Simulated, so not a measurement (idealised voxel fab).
process module | voxel ribs on slabs
The cross-section on display is named cut; it measures 240 nm wide, and its cells are 5 nm squares.
A cross-section is written here as square cells arranged in a grid, and it is given in bands from the top down, each band taking up one or more rows of cells.
For a band, the entry starts with two heights in nm, that of the top and then that of the bottom, and carries on with the band's materials in order from left to right, each alongside its width in nm; the word "full width" beside a single material means it fills the band edge to edge, and "empty" means empty space.
A quick word on heights: they are counted from 0, and under that level the wafer as it came to us is one material throughout. The lowest band is different from the rest in having no bottom; it simply continues downward, written as in "0 nm and below".
Width "30..40": first value at the band's top row of cells, second value at its bottom row, equal change from row to row.
"no change occurred" for a step: no cell of the cross-section changed in that step.
Look at "Enclosed cavity list" for the closed voids: empty spaces with no open path to the top, sized 8 cells or up. Each is width x height at distance, distance from the left edge, all nm.
Past the settings on a step's line: simulator remark, on that step.
overlay nm, on a step with a mask: how far to the right of its planned place the mask lay; to the left if negative

-- The planned process steps are enumerated hereunder
1,op RECEIVE | material Si
2,op DIRECTIONAL_DEP | material SiO2 | thk nm 30
3,op DIRECTIONAL_DEP | material SiN | thk nm 20
4,op MASKED_ETCH | tone cover | mask id RIB | width nm 30 | etch materials SiN | depth nm 10 | overlay nm 0
5,op PATTERN | tone cover | mask id SLAB | material resist | width nm 70 | thk nm 15 | overlay nm 0
6,op DIRECTIONAL_ETCH | etch materials SiN | depth nm 10
7,op STRIP | etch materials resist
8,op FILL_DEP | material SiO2 | thk nm 25
9,op CMP | height nm 65
10,op DIRECTIONAL_DEP | material TiN | thk nm 5
11,op MASKED_ETCH | tone cover | mask id HEATER | width nm 40 | etch materials TiN | depth nm 5 | overlay nm 0
12,op CONFORMAL_DEP | material SiN | thk nm 10

-- Shown in cross-section is the wafer as received, that is, as it stands after step 1
> 0 nm and below  Si full width
> Enclosed cavity list: none

-- First of two wafers: cross-section at end of module, run per plan
> 80 nm to 75 nm  90 empty, then 60 SiN, then 90 empty
> 75 nm to 70 nm  SiN full width
> 70 nm to 65 nm  100 SiN, then 40 TiN, then 100 SiN
> 65 nm to 50 nm  SiO2 full width
> 50 nm to 40 nm  105 SiO2, then 30 SiN, then 105 SiO2
> 40 nm to 30 nm  85 SiO2, then 70 SiN, then 85 SiO2
> 30 nm to 0 nm  SiO2 full width
> 0 nm and below  Si full width
> Enclosed cavity list: none

-- Now the second wafer, cross-sectioned at the end of the module. Nothing different at the start, nothing different in the plan compared with the first, just one mistake when it was actually run
> 80 nm to 75 nm  90 empty, then 60 SiN, then 90 empty
> 75 nm to 70 nm  SiN full width
> 70 nm to 65 nm  100 SiN, then 40 TiN, then 100 SiN
> 65 nm to 40 nm  SiO2 full width
> 40 nm to 30 nm  85 SiN, then 20 SiO2, then 30 SiN, then 20 SiO2, then 85 SiN
> 30 nm to 0 nm  SiO2 full width
> 0 nm and below  Si full width
> Enclosed cavity list: none
Here's what went sideways: not per plan at step 5, really ran op PATTERN | tone open | mask id SLAB | material resist | width nm 70 | thk nm 15 | overlay nm 0
Count the cells at the end and the second wafer has more or fewer of some materials than the first: +40 SiN, -40 SiO2
